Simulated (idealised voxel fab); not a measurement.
You're looking at the process module voxel fin reveal.
The width of the displayed cross-section, cut, is 195 nm; its cells are square, with a size of 5 nm.
Each cross-section below is a grid of square cells, stated as bands in top-down order, with one or more rows of cells making up each band.
Band: top and bottom heights (nm) first, top before bottom; then materials from left to right, widths in nm. "all across" marks a sole material filling the band edge to edge. "empty" denotes empty space.
Heights are reckoned from 0. Under this level, the received wafer is all of one material. The bottommost band is open-ended downward, for example "z 0 and below".
A width such as "30..40" changes by the same amount from each row of cells to the next, from the band's top row to its bottom row.
"left unchanged", as given for a step, is the statement that not any cell of the cross-section underwent a change during that step.
Under "Closed void inventory" you'll find the enclosed gaps, the ones with no way out to the top, that are 8 cells or bigger; each reads width x height at distance, with distance counted from the left edge, everything in nm.
after a step's settings: what the simulator itself notes on the step
"overlay nm" on a masked step: distance the mask lay right of its planned place, negative for left.
[These are the steps we planned for the process]
1,op RECEIVE | material Si
2,op CONFORMAL_DEP | material SiN | thk nm 10
3,op DIRECTIONAL_DEP | material aC | thk nm 10
4,op PATTERN | tone cover | mask id FINS | material resist | width nm 15 | pitch nm 40 | thk nm 30 | overlay nm 0
5,op DIRECTIONAL_ETCH | etch materials aC | depth nm 10
6,op STRIP | etch materials resist
7,op DIRECTIONAL_ETCH | etch materials SiN | depth nm 10
8,op DIRECTIONAL_ETCH | etch materials Si | depth nm 40
9,op STRIP | etch materials aC
10,op OXIDIZE | depth nm 5
11,op FILL_DEP | material SiO2 | thk nm 15
12,op CMP | height nm 10
13,op SELECTIVE_ETCH | etch materials SiO2 | depth nm 40
14,op STRIP | etch materials SiN
15,op CONFORMAL_DEP | material SiO2 | thk nm 5
[As-received state of the wafer in cross-section, equivalent to post-step 1]
	z 0 and below  Si all across
	Closed void inventory: none
[Module complete - cross-section of the first of two wafers, run according to plan]
	z 5 to 0  70 empty, then 15 SiO2, then 25 empty, then 15 SiO2, then 70 empty
	z 0 to -25  70 empty, then 5 SiO2, then 5 Si, then 5 SiO2, then 25 empty, then 5 SiO2, then 5 Si, then 5 SiO2, then 70 empty
	z -25 to -45  75 SiO2, then 5 Si, then 35 SiO2, then 5 Si, then 75 SiO2
	z -45 and below  Si all across
	Closed void inventory: none
[Cross-section at end of module for the second wafer of two, which matched the first in starting point and plan and differed by one mistake in its processing]
	z 5 to 0  65 empty, then 25 SiO2, then 15 empty, then 25 SiO2, then 65 empty
	z 0 to -35  65 empty, then 10 SiO2, then 5 Si, then 10 SiO2, then 15 empty, then 10 SiO2, then 5 Si, then 10 SiO2, then 65 empty
	z -35 to -45  75 SiO2, then 5 Si, then 35 SiO2, then 5 Si, then 75 SiO2
	z -45 and below  Si all across
	Closed void inventory: none
Where did the run depart from the plan? rather than as planned, step 11 actually ran as op FILL_DEP | material SiN | thk nm 15
Per the end-of-run cell counts, the second wafer holds more or fewer of some materials than the first: SiO2: 34 fewer
